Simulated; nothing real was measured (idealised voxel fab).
process module | voxel capacitor over wiring
cross-section cut | 225 nm wide | cells 5 nm
A cross-section is a grid of square cells, given in bands from the top down. A band is one or more rows of cells.
Each band's line starts with the height of the band's top and of its bottom, in nm. Then come its materials from left to right, each with its width in nm. One material with "throughout" fills the band from edge to edge. "air" is empty space.
Height 0 is the level under which the wafer as received is all one material. The lowest band goes on downwards, as in "0 down".
A width such as "30 to 40" changes by the same amount from each row of cells to the next, from the band's top row to its bottom row.
"no change" after a step means that no cell of the cross-section changed.
closed voids: empty space of 8 cells or more with no open way to the top, each as width x height at its distance from the left edge, in nm
after a step's settings: what the simulator itself notes on the step
overlay nm, on a step with a mask: how far to the right of its planned place the mask lay; to the left if negative
plan
1 op RECEIVE | material Si
2 op CONFORMAL_DEP | material SiO2 | thk nm 15
3 op CONFORMAL_DEP | material SiCN | thk nm 5
4 op DIRECTIONAL_DEP | material SiO2 | thk nm 20
5 op PATTERN | tone open | mask id METAL_1 | material resist | width nm 30 | pitch nm 95 | thk nm 15 | overlay nm 0
6 op DIRECTIONAL_ETCH | etch materials SiO2 | depth nm 20
7 op DIRECTIONAL_ETCH | etch materials SiCN | depth nm 5
8 op STRIP | etch materials resist
9 op CONFORMAL_DEP | material TiN | thk nm 5
10 op FILL_DEP | material Cu | thk nm 10
11 op CMP | height nm 40
12 op EPI | material Ru | thk nm 5
13 op FILL_DEP | material SiCN | thk nm 5
14 op DIRECTIONAL_DEP | material lowk | thk nm 15
15 op MASKED_ETCH | tone open | mask id PLUG_1 | width nm 15 | etch materials lowk | depth nm 15 | overlay nm 0
16 op MASKED_ETCH | tone open | mask id PLUG_1 | width nm 15 | etch materials SiCN | depth nm 5 | overlay nm 0
17 op CONFORMAL_DEP | material TiN | thk nm 5
18 op FILL_DEP | material Ru | thk nm 10
19 op CMP | height nm 65
20 op DIRECTIONAL_DEP | material TiN | thk nm 5
21 op DIRECTIONAL_DEP | material SiN | thk nm 5
22 op DIRECTIONAL_DEP | material TiN | thk nm 10
23 op PATTERN | tone cover | mask id UPPER_PLATE | material resist | width nm 70 | thk nm 15 | overlay nm 0
24 op DIRECTIONAL_ETCH | etch materials TiN | depth nm 10
25 op DIRECTIONAL_ETCH | etch materials SiN | depth nm 5
26 op STRIP | etch materials resist
27 op PATTERN | tone cover | mask id LOWER_PLATE | material resist | width nm 80 | thk nm 20 | overlay nm 0
28 op DIRECTIONAL_ETCH | etch materials TiN | depth nm 5
29 op STRIP | etch materials resist
30 op FILL_DEP | material SiO2 | thk nm 20
31 op CMP | height nm 100
32 op DIRECTIONAL_DEP | material aC | thk nm 10
33 op PATTERN | tone open | mask id PLUG_2 | material resist | width nm 15 | thk nm 30 | overlay nm 0
34 op DIRECTIONAL_ETCH | etch materials aC | depth nm 10
35 op STRIP | etch materials resist
36 op DIRECTIONAL_ETCH | etch materials SiO2 | depth nm 15
37 op STRIP | etch materials aC
38 op CONFORMAL_DEP | material TiN | thk nm 5
39 op FILL_DEP | material W | thk nm 5
40 op CMP | height nm 100
41 op CONFORMAL_DEP | material SiCN | thk nm 5
first wafer, as planned
as received, after step 1
  0 down: Si throughout
  closed voids: none
after step 2
  15 to 0: SiO2 throughout
  below 0: unchanged
after step 3
  20 to 15: SiCN throughout
  below 15: unchanged
after step 4
  40 to 20: SiO2 throughout
  below 20: unchanged
after step 5
  55 to 40: resist 50 | air 30 | resist 65 | air 30 | resist 50
  below 40: unchanged
after step 6
  55 to 40: resist 50 | air 30 | resist 65 | air 30 | resist 50
  40 to 20: SiO2 50 | air 30 | SiO2 65 | air 30 | SiO2 50
  below 20: unchanged
after step 7
  55 to 40: resist 50 | air 30 | resist 65 | air 30 | resist 50
  40 to 20: SiO2 50 | air 30 | SiO2 65 | air 30 | SiO2 50
  20 to 15: SiCN 50 | air 30 | SiCN 65 | air 30 | SiCN 50
  below 15: unchanged
after step 8
  40 to 20: SiO2 50 | air 30 | SiO2 65 | air 30 | SiO2 50
  below 20: unchanged
after step 9
  45 to 40: TiN 55 | air 20 | TiN 75 | air 20 | TiN 55
  40 to 20: SiO2 50 | TiN 5 | air 20 | TiN 5 | SiO2 65 | TiN 5 | air 20 | TiN 5 | SiO2 50
  20 to 15: SiCN 50 | TiN 30 | SiCN 65 | TiN 30 | SiCN 50
  below 15: unchanged
after step 10
  55 to 45: Cu throughout
  45 to 40: TiN 55 | Cu 20 | TiN 75 | Cu 20 | TiN 55
  40 to 20: SiO2 50 | TiN 5 | Cu 20 | TiN 5 | SiO2 65 | TiN 5 | Cu 20 | TiN 5 | SiO2 50
  below 20: unchanged
after step 11
  40 to 20: SiO2 50 | TiN 5 | Cu 20 | TiN 5 | SiO2 65 | TiN 5 | Cu 20 | TiN 5 | SiO2 50
  below 20: unchanged
after step 12
  45 to 40: air 45 | Ru 40 | air 55 | Ru 40 | air 45
  below 40: unchanged
after step 13
  50 to 45: SiCN throughout
  45 to 40: SiCN 45 | Ru 40 | SiCN 55 | Ru 40 | SiCN 45
  below 40: unchanged
after step 14
  65 to 50: lowk throughout
  below 50: unchanged
after step 15
  65 to 50: lowk 65 | air 15 | lowk 145
  below 50: unchanged
after step 16
  65 to 50: lowk 65 | air 15 | lowk 145
  50 to 45: SiCN 65 | air 15 | SiCN 145
  below 45: unchanged
after step 17
  70 to 65: TiN 70 | air 5 | TiN 150
  65 to 50: lowk 65 | TiN 5 | air 5 | TiN 5 | lowk 145
  50 to 45: SiCN 65 | TiN 15 | SiCN 145
  below 45: unchanged
after step 18
  80 to 70: Ru throughout
  70 to 65: TiN 70 | Ru 5 | TiN 150
  65 to 50: lowk 65 | TiN 5 | Ru 5 | TiN 5 | lowk 145
  below 50: unchanged
after step 19
  65 to 50: lowk 65 | TiN 5 | Ru 5 | TiN 5 | lowk 145
  below 50: unchanged
after step 20
  70 to 65: TiN throughout
  below 65: unchanged
after step 21
  75 to 70: SiN throughout
  below 70: unchanged
after step 22
  85 to 75: TiN throughout
  below 75: unchanged
after step 23
  100 to 85: air 65 | resist 70 | air 90
  below 85: unchanged
after step 24
  100 to 85: air 65 | resist 70 | air 90
  85 to 75: air 65 | TiN 70 | air 90
  below 75: unchanged
after step 25
  100 to 85: air 65 | resist 70 | air 90
  85 to 75: air 65 | TiN 70 | air 90
  75 to 70: air 65 | SiN 70 | air 90
  below 70: unchanged
after step 26
  85 to 75: air 65 | TiN 70 | air 90
  below 75: unchanged
after step 27
  105 to 85: air 60 | resist 80 | air 85
  85 to 75: air 60 | resist 5 | TiN 70 | resist 5 | air 85
  75 to 70: air 60 | resist 5 | SiN 70 | resist 5 | air 85
  below 70: unchanged
after step 28
  105 to 85: air 60 | resist 80 | air 85
  85 to 75: air 60 | resist 5 | TiN 70 | resist 5 | air 85
  75 to 70: air 60 | resist 5 | SiN 70 | resist 5 | air 85
  70 to 65: air 60 | TiN 80 | air 85
  below 65: unchanged
after step 29
  85 to 75: air 65 | TiN 70 | air 90
  75 to 70: air 65 | SiN 70 | air 90
  below 70: unchanged
after step 30
  105 to 85: SiO2 throughout
  85 to 75: SiO2 65 | TiN 70 | SiO2 90
  75 to 70: SiO2 65 | SiN 70 | SiO2 90
  70 to 65: SiO2 60 | TiN 80 | SiO2 85
  below 65: unchanged
after step 31
  100 to 85: SiO2 throughout
  below 85: unchanged
after step 32
  110 to 100: aC throughout
  below 100: unchanged
after step 33
  140 to 110: resist 75 | air 15 | resist 135
  below 110: unchanged
after step 34
  130 to 110: resist 75 | air 15 | resist 135
  110 to 100: aC 75 | air 15 | aC 135
  below 100: unchanged
after step 35
  110 to 100: aC 75 | air 15 | aC 135
  below 100: unchanged
after step 36
  110 to 100: aC 75 | air 15 | aC 135
  100 to 85: SiO2 75 | air 15 | SiO2 135
  below 85: unchanged
after step 37
  100 to 85: SiO2 75 | air 15 | SiO2 135
  below 85: unchanged
after step 38
  105 to 100: TiN 80 | air 5 | TiN 140
  100 to 90: SiO2 75 | TiN 5 | air 5 | TiN 5 | SiO2 135
  90 to 85: SiO2 75 | TiN 15 | SiO2 135
  below 85: unchanged
after step 39
  110 to 105: W throughout
  105 to 100: TiN 80 | W 5 | TiN 140
  100 to 90: SiO2 75 | TiN 5 | W 5 | TiN 5 | SiO2 135
  below 90: unchanged
after step 40
  100 to 90: SiO2 75 | TiN 5 | W 5 | TiN 5 | SiO2 135
  below 90: unchanged
after step 41
  105 to 100: SiCN throughout
  below 100: unchanged
second wafer: like start, like plan, one mistake. Through step 1 it matches the first wafer
when step 2 should have ended
  30 to 0: SiO2 throughout
  below 0: unchanged
when step 3 should have ended
  35 to 30: SiCN throughout
  below 30: unchanged
when step 4 should have ended
  55 to 35: SiO2 throughout
  below 35: unchanged
when step 5 should have ended
  70 to 55: resist 50 | air 30 | resist 65 | air 30 | resist 50
  below 55: unchanged
when step 6 should have ended
  70 to 55: resist 50 | air 30 | resist 65 | air 30 | resist 50
  55 to 35: SiO2 50 | air 30 | SiO2 65 | air 30 | SiO2 50
  below 35: unchanged
when step 7 should have ended
  70 to 55: resist 50 | air 30 | resist 65 | air 30 | resist 50
  55 to 35: SiO2 50 | air 30 | SiO2 65 | air 30 | SiO2 50
  35 to 30: SiCN 50 | air 30 | SiCN 65 | air 30 | SiCN 50
  below 30: unchanged
when step 8 should have ended
  55 to 35: SiO2 50 | air 30 | SiO2 65 | air 30 | SiO2 50
  below 35: unchanged
when step 9 should have ended
  60 to 55: TiN 55 | air 20 | TiN 75 | air 20 | TiN 55
  55 to 35: SiO2 50 | TiN 5 | air 20 | TiN 5 | SiO2 65 | TiN 5 | air 20 | TiN 5 | SiO2 50
  35 to 30: SiCN 50 | TiN 30 | SiCN 65 | TiN 30 | SiCN 50
  below 30: unchanged
when step 10 should have ended
  70 to 60: Cu throughout
  60 to 55: TiN 55 | Cu 20 | TiN 75 | Cu 20 | TiN 55
  55 to 35: SiO2 50 | TiN 5 | Cu 20 | TiN 5 | SiO2 65 | TiN 5 | Cu 20 | TiN 5 | SiO2 50
  below 35: unchanged
when step 11 should have ended
  40 to 35: SiO2 50 | TiN 5 | Cu 20 | TiN 5 | SiO2 65 | TiN 5 | Cu 20 | TiN 5 | SiO2 50
  below 35: unchanged
when step 12 should have ended
  45 to 40: air 45 | Ru 40 | air 55 | Ru 40 | air 45
  below 40: unchanged
when step 13 should have ended
  50 to 45: SiCN throughout
  45 to 40: SiCN 45 | Ru 40 | SiCN 55 | Ru 40 | SiCN 45
  below 40: unchanged
when step 14 should have ended
  65 to 50: lowk throughout
  below 50: unchanged
when step 15 should have ended
  65 to 50: lowk 65 | air 15 | lowk 145
  below 50: unchanged
when step 16 should have ended
  65 to 50: lowk 65 | air 15 | lowk 145
  50 to 45: SiCN 65 | air 15 | SiCN 145
  below 45: unchanged
when step 17 should have ended
  70 to 65: TiN 70 | air 5 | TiN 150
  65 to 50: lowk 65 | TiN 5 | air 5 | TiN 5 | lowk 145
  50 to 45: SiCN 65 | TiN 15 | SiCN 145
  below 45: unchanged
when step 18 should have ended
  80 to 70: Ru throughout
  70 to 65: TiN 70 | Ru 5 | TiN 150
  65 to 50: lowk 65 | TiN 5 | Ru 5 | TiN 5 | lowk 145
  below 50: unchanged
when step 19 should have ended
  65 to 50: lowk 65 | TiN 5 | Ru 5 | TiN 5 | lowk 145
  below 50: unchanged
when step 20 should have ended
  70 to 65: TiN throughout
  below 65: unchanged
when step 21 should have ended
  75 to 70: SiN throughout
  below 70: unchanged
when step 22 should have ended
  85 to 75: TiN throughout
  below 75: unchanged
when step 23 should have ended
  100 to 85: air 65 | resist 70 | air 90
  below 85: unchanged
when step 24 should have ended
  100 to 85: air 65 | resist 70 | air 90
  85 to 75: air 65 | TiN 70 | air 90
  below 75: unchanged
when step 25 should have ended
  100 to 85: air 65 | resist 70 | air 90
  85 to 75: air 65 | TiN 70 | air 90
  75 to 70: air 65 | SiN 70 | air 90
  below 70: unchanged
when step 26 should have ended
  85 to 75: air 65 | TiN 70 | air 90
  below 75: unchanged
when step 27 should have ended
  105 to 85: air 60 | resist 80 | air 85
  85 to 75: air 60 | resist 5 | TiN 70 | resist 5 | air 85
  75 to 70: air 60 | resist 5 | SiN 70 | resist 5 | air 85
  below 70: unchanged
when step 28 should have ended
  105 to 85: air 60 | resist 80 | air 85
  85 to 75: air 60 | resist 5 | TiN 70 | resist 5 | air 85
  75 to 70: air 60 | resist 5 | SiN 70 | resist 5 | air 85
  70 to 65: air 60 | TiN 80 | air 85
  below 65: unchanged
when step 29 should have ended
  85 to 75: air 65 | TiN 70 | air 90
  75 to 70: air 65 | SiN 70 | air 90
  below 70: unchanged
when step 30 should have ended
  105 to 85: SiO2 throughout
  85 to 75: SiO2 65 | TiN 70 | SiO2 90
  75 to 70: SiO2 65 | SiN 70 | SiO2 90
  70 to 65: SiO2 60 | TiN 80 | SiO2 85
  below 65: unchanged
when step 31 should have ended
  100 to 85: SiO2 throughout
  below 85: unchanged
when step 32 should have ended
  110 to 100: aC throughout
  below 100: unchanged
when step 33 should have ended
  140 to 110: resist 75 | air 15 | resist 135
  below 110: unchanged
when step 34 should have ended
  130 to 110: resist 75 | air 15 | resist 135
  110 to 100: aC 75 | air 15 | aC 135
  below 100: unchanged
when step 35 should have ended
  110 to 100: aC 75 | air 15 | aC 135
  below 100: unchanged
when step 36 should have ended
  110 to 100: aC 75 | air 15 | aC 135
  100 to 85: SiO2 75 | air 15 | SiO2 135
  below 85: unchanged
when step 37 should have ended
  100 to 85: SiO2 75 | air 15 | SiO2 135
  below 85: unchanged
when step 38 should have ended
  105 to 100: TiN 80 | air 5 | TiN 140
  100 to 90: SiO2 75 | TiN 5 | air 5 | TiN 5 | SiO2 135
  90 to 85: SiO2 75 | TiN 15 | SiO2 135
  below 85: unchanged
when step 39 should have ended
  110 to 105: W throughout
  105 to 100: TiN 80 | W 5 | TiN 140
  100 to 90: SiO2 75 | TiN 5 | W 5 | TiN 5 | SiO2 135
  below 90: unchanged
when step 40 should have ended
  100 to 90: SiO2 75 | TiN 5 | W 5 | TiN 5 | SiO2 135
  below 90: unchanged
when step 41 should have ended
  105 to 100: SiCN throughout
  below 100: unchanged
what went wrong: step 2 was run twice
at the end the second wafer has, in cells: 24 fewer of Cu | 36 more of SiO2 | 12 fewer of TiN
